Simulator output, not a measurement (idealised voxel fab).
process module | voxel wiring stack
Displayed cross-section: cut, width of 185 nm, square cells sized 5 nm.
Just so we're on the same page, the cross-sections are grids of square cells, and they're listed out in bands top to bottom, each band one or more rows deep.
Band: top and bottom heights (nm) first, top before bottom; then materials from left to right, widths in nm. "everywhere" marks a sole material filling the band edge to edge. "empty" denotes empty space.
For the purposes of this specification, 0 denotes the height below which the wafer in its as-received condition is composed wholly of one material, and the lowermost band, lacking a lower limit, extends downward without end, as expressed in "0 -> down".
Top row gets the first number, bottom row gets the second, and each row in between changes by the same step: that is how a band width like "30->40" works.
"no alterations made", as given for a step, is the statement that not any cell of the cross-section underwent a change during that step.
Heads up: "Closed cavity list" only lists the empty pockets with no open path to the top that are 8 cells or more, and it writes them as width x height at distance, distance from the left edge, in nm.
That trailing text on a step's line, after the settings, is the simulator's own remark on the step.
If you see "overlay nm" on a step's line and that step has a mask, it's telling you how far right of where it was planned the mask ended up; a negative number means it went left instead.

### Process steps - plan
1 RECEIVE | material Si
2 CONFORMAL_DEP | material SiO2 | thk nm 15
3 CONFORMAL_DEP | material SiCN | thk nm 5
4 DIRECTIONAL_DEP | material SiO2 | thk nm 20
5 MASKED_ETCH | tone open | mask id METAL_1 | width nm 20 | pitch nm 60 | etch materials SiO2 | depth nm 20 | overlay nm 0
6 MASKED_ETCH | tone open | mask id METAL_1 | width nm 30 | pitch nm 60 | etch materials SiCN | depth nm 5 | overlay nm 0
7 CONFORMAL_DEP | material TiN | thk nm 5
8 FILL_DEP | material Ru | thk nm 10
9 CMP | height nm 40
10 CONFORMAL_DEP | material SiCN | thk nm 5
11 DIRECTIONAL_DEP | material SiO2 | thk nm 25
12 PATTERN | tone open | mask id METAL_2 | material resist | width nm 30 | pitch nm 60 | thk nm 15 | overlay nm 0
13 DIRECTIONAL_ETCH | etch materials SiO2 | depth nm 15
14 STRIP | etch materials resist
15 MASKED_ETCH | tone open | mask id METAL_2_HOLES | width nm 15 | pitch nm 60 | etch materials SiO2 | depth nm 10 | overlay nm 0
16 MASKED_ETCH | tone open | mask id METAL_2_HOLES | width nm 15 | pitch nm 60 | etch materials SiCN | depth nm 5 | overlay nm 0
17 CONFORMAL_DEP | material TiN | thk nm 5
18 FILL_DEP | material Cu | thk nm 10
19 CMP | height nm 70
20 CONFORMAL_DEP | material SiCN | thk nm 5
21 DIRECTIONAL_DEP | material SiO2 | thk nm 35
22 MASKED_ETCH | tone open | mask id METAL_3_HOLES | width nm 15 | pitch nm 120 | etch materials SiO2 | depth nm 35 | overlay nm 0
23 MASKED_ETCH | tone open | mask id METAL_3 | width nm 30 | pitch nm 60 | etch materials SiO2 | depth nm 20 | overlay nm 0
24 MASKED_ETCH | tone open | mask id METAL_3 | width nm 30 | pitch nm 60 | etch materials SiCN | depth nm 5 | overlay nm 0
25 CONFORMAL_DEP | material TiN | thk nm 5
26 FILL_DEP | material Ru | thk nm 5
27 CMP | height nm 110
28 CONFORMAL_DEP | material SiCN | thk nm 5
Wafers differ in width nm at step 5; plan lists the first wafer's value; identical starting state.

### After step 1, as received: first of several wafers, cross-section
* 0 -> down  Si everywhere
* Closed cavity list: none

### Here is how to read the rows: every wafer has a row, and it shows the wafer at the end of the module, giving for each material how many cells were gained (+) or lost (-) since the wafer was received, then listing its closed voids
width nm 20; +33 Cu; +68 Ru; +121 SiCN; +493 SiO2; +136 TiN; Closed cavity list: none
width nm 25; +33 Cu; +80 Ru; +118 SiCN; +481 SiO2; +139 TiN; Closed cavity list: none
width nm 30; +33 Cu; +92 Ru; +115 SiCN; +469 SiO2; +142 TiN; Closed cavity list: none
width nm 35; +33 Cu; +101 Ru; +115 SiCN; +457 SiO2; +145 TiN; Closed cavity list: none
